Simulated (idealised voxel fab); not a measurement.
process module | voxel released beams
cross-section cut | 180 nm wide | cells 5 nm
A cross-section is a grid of square cells, given in bands from the top down. A band is one or more rows of cells.
Each band's line starts with the height of the band's top and of its bottom, in nm. Then come its materials from left to right, each with its width in nm. One material with "throughout" fills the band from edge to edge. "air" is empty space.
Height 0 is the level under which the wafer as received is all one material. The lowest band goes on downwards, as in "0 down".
A width such as "30 to 40" changes by the same amount from each row of cells to the next, from the band's top row to its bottom row.
"no change" after a step means that no cell of the cross-section changed.
closed voids: empty space of 8 cells or more with no open way to the top, each as width x height at its distance from the left edge, in nm
after a step's settings: what the simulator itself notes on the step
overlay nm, on a step with a mask: how far to the right of its planned place the mask lay; to the left if negative
plan
1 op RECEIVE | material Si
2 op CONFORMAL_DEP | material SiN | thk nm 10
3 op DIRECTIONAL_DEP | material SiO2 | thk nm 20
4 op PATTERN | tone open | mask id ANCHOR | material resist | width nm 35 | thk nm 15 | overlay nm 0
5 op DIRECTIONAL_ETCH | etch materials SiO2 | depth nm 20
6 op STRIP | etch materials resist
7 op CONFORMAL_DEP | material TiN | thk nm 15
8 op DIRECTIONAL_DEP | material aC | thk nm 15
9 op PATTERN | tone cover | mask id BEAM | material resist | width nm 100 | thk nm 30 | overlay nm 0
10 op DIRECTIONAL_ETCH | etch materials aC | depth nm 15
11 op STRIP | etch materials resist
12 op DIRECTIONAL_ETCH | etch materials TiN | depth nm 15
13 op STRIP | etch materials aC
14 op STRIP | etch materials SiO2
first wafer, as planned
as received, after step 1
  0 down: Si throughout
  closed voids: none
after step 2
  10 to 0: SiN throughout
  below 0: unchanged
after step 3
  30 to 10: SiO2 throughout
  below 10: unchanged
after step 4
  45 to 30: resist 40 | air 35 | resist 105
  below 30: unchanged
after step 5
  45 to 30: resist 40 | air 35 | resist 105
  30 to 10: SiO2 40 | air 35 | SiO2 105
  below 10: unchanged
after step 6
  30 to 10: SiO2 40 | air 35 | SiO2 105
  below 10: unchanged
after step 7
  45 to 30: TiN 55 | air 5 | TiN 120
  30 to 25: SiO2 40 | TiN 15 | air 5 | TiN 15 | SiO2 105
  25 to 10: SiO2 40 | TiN 35 | SiO2 105
  below 10: unchanged
after step 8
  60 to 45: aC 55 | air 5 | aC 120
  45 to 40: TiN 55 | air 5 | TiN 120
  40 to 30: TiN 55 | aC 5 | TiN 120
  30 to 25: SiO2 40 | TiN 15 | aC 5 | TiN 15 | SiO2 105
  below 25: unchanged
after step 9
  90 to 60: air 35 | resist 100 | air 45
  60 to 45: aC 55 | resist 5 | aC 120
  45 to 40: TiN 55 | resist 5 | TiN 120
  below 40: unchanged
after step 10
  75 to 60: air 35 | resist 100 | air 45
  60 to 45: air 35 | aC 20 | resist 5 | aC 75 | air 45
  below 45: unchanged
after step 11
  60 to 45: air 35 | aC 20 | air 5 | aC 75 | air 45
  45 to 40: TiN 55 | air 5 | TiN 120
  below 40: unchanged
after step 12
  60 to 45: air 35 | aC 20 | air 5 | aC 75 | air 45
  45 to 40: air 35 | TiN 20 | air 5 | TiN 75 | air 45
  40 to 30: air 35 | TiN 20 | aC 5 | TiN 75 | air 45
  below 30: unchanged
after step 13
  45 to 30: air 35 | TiN 20 | air 5 | TiN 75 | air 45
  30 to 25: SiO2 40 | TiN 15 | air 5 | TiN 15 | SiO2 105
  below 25: unchanged
after step 14
  45 to 30: air 35 | TiN 20 | air 5 | TiN 75 | air 45
  30 to 25: air 40 | TiN 15 | air 5 | TiN 15 | air 105
  25 to 10: air 40 | TiN 35 | air 105
  below 10: unchanged
second wafer: like start, like plan, one mistake. Through step 1 it matches the first wafer
when step 2 should have ended
  20 to 0: SiO2 throughout
  below 0: unchanged
when step 3 should have ended
  30 to 20: SiN throughout
  below 20: unchanged
when step 4 should have ended
  45 to 30: resist 40 | air 35 | resist 105
  below 30: unchanged
when step 5 should have ended: no change
when step 6 should have ended
  30 to 20: SiN throughout
  below 20: unchanged
when step 7 should have ended
  45 to 30: TiN throughout
  below 30: unchanged
when step 8 should have ended
  60 to 45: aC throughout
  below 45: unchanged
when step 9 should have ended
  90 to 60: air 35 | resist 100 | air 45
  below 60: unchanged
when step 10 should have ended
  75 to 60: air 35 | resist 100 | air 45
  60 to 45: air 35 | aC 100 | air 45
  below 45: unchanged
when step 11 should have ended
  60 to 45: air 35 | aC 100 | air 45
  below 45: unchanged
when step 12 should have ended
  60 to 45: air 35 | aC 100 | air 45
  45 to 30: air 35 | TiN 100 | air 45
  below 30: unchanged
when step 13 should have ended
  45 to 30: air 35 | TiN 100 | air 45
  below 30: unchanged
when step 14 should have ended: no change
what went wrong: steps 2 and 3 were swapped
at the end the second wafer has, in cells: 144 more of SiO2 | 24 fewer of TiN
